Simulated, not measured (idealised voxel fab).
process module | voxel spacer lines
cross-section cut | 280 nm wide | cells 5 nm
A cross-section is a grid of square cells, given in bands from the top down. A band is one or more rows of cells.
Each band's line starts with the height of the band's top and of its bottom, in nm. Then come its materials from left to right, each with its width in nm. One material with "throughout" fills the band from edge to edge. "air" is empty space.
Height 0 is the level under which the wafer as received is all one material. The lowest band goes on downwards, as in "0 down".
A width such as "30 to 40" changes by the same amount from each row of cells to the next, from the band's top row to its bottom row.
"no change" after a step means that no cell of the cross-section changed.
closed voids: empty space of 8 cells or more with no open way to the top, each as width x height at its distance from the left edge, in nm
after a step's settings: what the simulator itself notes on the step
overlay nm, on a step with a mask: how far to the right of its planned place the mask lay; to the left if negative
plan
1 op RECEIVE | material Si
2 op CONFORMAL_DEP | material Al2O3 | thk nm 10
3 op DIRECTIONAL_DEP | material SiN | thk nm 10
4 op DIRECTIONAL_DEP | material aC | thk nm 20
5 op PATTERN | tone cover | mask id MANDREL | material resist | width nm 25 | pitch nm 70 | thk nm 30 | overlay nm 0
6 op DIRECTIONAL_ETCH | etch materials aC | depth nm 20
7 op STRIP | etch materials resist
8 op CONFORMAL_DEP | material SiO2 | thk nm 10
9 op DIRECTIONAL_ETCH | etch materials SiO2 | depth nm 10
10 op STRIP | etch materials aC
11 op DIRECTIONAL_ETCH | etch materials SiN | depth nm 10
12 op STRIP | etch materials SiO2
first wafer, as planned
as received, after step 1
  0 down: Si throughout
  closed voids: none
after step 2
  10 to 0: Al2O3 throughout
  below 0: unchanged
after step 3
  20 to 10: SiN throughout
  below 10: unchanged
after step 4
  40 to 20: aC throughout
  below 20: unchanged
after step 5
  70 to 40: air 55 | resist 25 | air 45 | resist 25 | air 45 | resist 25 | air 60
  below 40: unchanged
after step 6
  50 to 40: air 55 | resist 25 | air 45 | resist 25 | air 45 | resist 25 | air 60
  40 to 20: air 55 | aC 25 | air 45 | aC 25 | air 45 | aC 25 | air 60
  below 20: unchanged
after step 7
  40 to 20: air 55 | aC 25 | air 45 | aC 25 | air 45 | aC 25 | air 60
  below 20: unchanged
after step 8
  50 to 40: air 45 | SiO2 45 | air 25 | SiO2 45 | air 25 | SiO2 45 | air 50
  40 to 30: air 45 | SiO2 10 | aC 25 | SiO2 10 | air 25 | SiO2 10 | aC 25 | SiO2 10 | air 25 | SiO2 10 | aC 25 | SiO2 10 | air 50
  30 to 20: SiO2 55 | aC 25 | SiO2 45 | aC 25 | SiO2 45 | aC 25 | SiO2 60
  below 20: unchanged
after step 9
  40 to 20: air 45 | SiO2 10 | aC 25 | SiO2 10 | air 25 | SiO2 10 | aC 25 | SiO2 10 | air 25 | SiO2 10 | aC 25 | SiO2 10 | air 50
  below 20: unchanged
after step 10
  40 to 20: air 45 | SiO2 10 | air 25 | SiO2 10 | air 25 | SiO2 10 | air 25 | SiO2 10 | air 25 | SiO2 10 | air 25 | SiO2 10 | air 50
  below 20: unchanged
after step 11
  40 to 20: air 45 | SiO2 10 | air 25 | SiO2 10 | air 25 | SiO2 10 | air 25 | SiO2 10 | air 25 | SiO2 10 | air 25 | SiO2 10 | air 50
  20 to 10: air 45 | SiN 10 | air 25 | SiN 10 | air 25 | SiN 10 | air 25 | SiN 10 | air 25 | SiN 10 | air 25 | SiN 10 | air 50
  below 10: unchanged
after step 12
  20 to 10: air 45 | SiN 10 | air 25 | SiN 10 | air 25 | SiN 10 | air 25 | SiN 10 | air 25 | SiN 10 | air 25 | SiN 10 | air 50
  below 10: unchanged
second wafer: like start, like plan, one mistake. Through step 4 it matches the first wafer
when step 5 should have ended
  70 to 40: resist 55 | air 25 | resist 45 | air 25 | resist 45 | air 25 | resist 60
  below 40: unchanged
when step 6 should have ended
  50 to 40: resist 55 | air 25 | resist 45 | air 25 | resist 45 | air 25 | resist 60
  40 to 20: aC 55 | air 25 | aC 45 | air 25 | aC 45 | air 25 | aC 60
  below 20: unchanged
when step 7 should have ended
  40 to 20: aC 55 | air 25 | aC 45 | air 25 | aC 45 | air 25 | aC 60
  below 20: unchanged
when step 8 should have ended
  50 to 40: SiO2 65 | air 5 | SiO2 65 | air 5 | SiO2 65 | air 5 | SiO2 70
  40 to 30: aC 55 | SiO2 10 | air 5 | SiO2 10 | aC 45 | SiO2 10 | air 5 | SiO2 10 | aC 45 | SiO2 10 | air 5 | SiO2 10 | aC 60
  30 to 20: aC 55 | SiO2 25 | aC 45 | SiO2 25 | aC 45 | SiO2 25 | aC 60
  below 20: unchanged
when step 9 should have ended
  40 to 20: aC 55 | SiO2 10 | air 5 | SiO2 10 | aC 45 | SiO2 10 | air 5 | SiO2 10 | aC 45 | SiO2 10 | air 5 | SiO2 10 | aC 60
  below 20: unchanged
when step 10 should have ended
  40 to 20: air 55 | SiO2 10 | air 5 | SiO2 10 | air 45 | SiO2 10 | air 5 | SiO2 10 | air 45 | SiO2 10 | air 5 | SiO2 10 | air 60
  below 20: unchanged
when step 11 should have ended
  40 to 20: air 55 | SiO2 10 | air 5 | SiO2 10 | air 45 | SiO2 10 | air 5 | SiO2 10 | air 45 | SiO2 10 | air 5 | SiO2 10 | air 60
  20 to 10: air 55 | SiN 10 | air 5 | SiN 10 | air 45 | SiN 10 | air 5 | SiN 10 | air 45 | SiN 10 | air 5 | SiN 10 | air 60
  below 10: unchanged
when step 12 should have ended
  20 to 10: air 55 | SiN 10 | air 5 | SiN 10 | air 45 | SiN 10 | air 5 | SiN 10 | air 45 | SiN 10 | air 5 | SiN 10 | air 60
  below 10: unchanged
what went wrong: step 5 ran as: op PATTERN | tone open | mask id MANDREL | material resist | width nm 25 | pitch nm 70 | thk nm 30 | overlay nm 0
at the end the second wafer has, in cells: as many of each material as the first, in other places
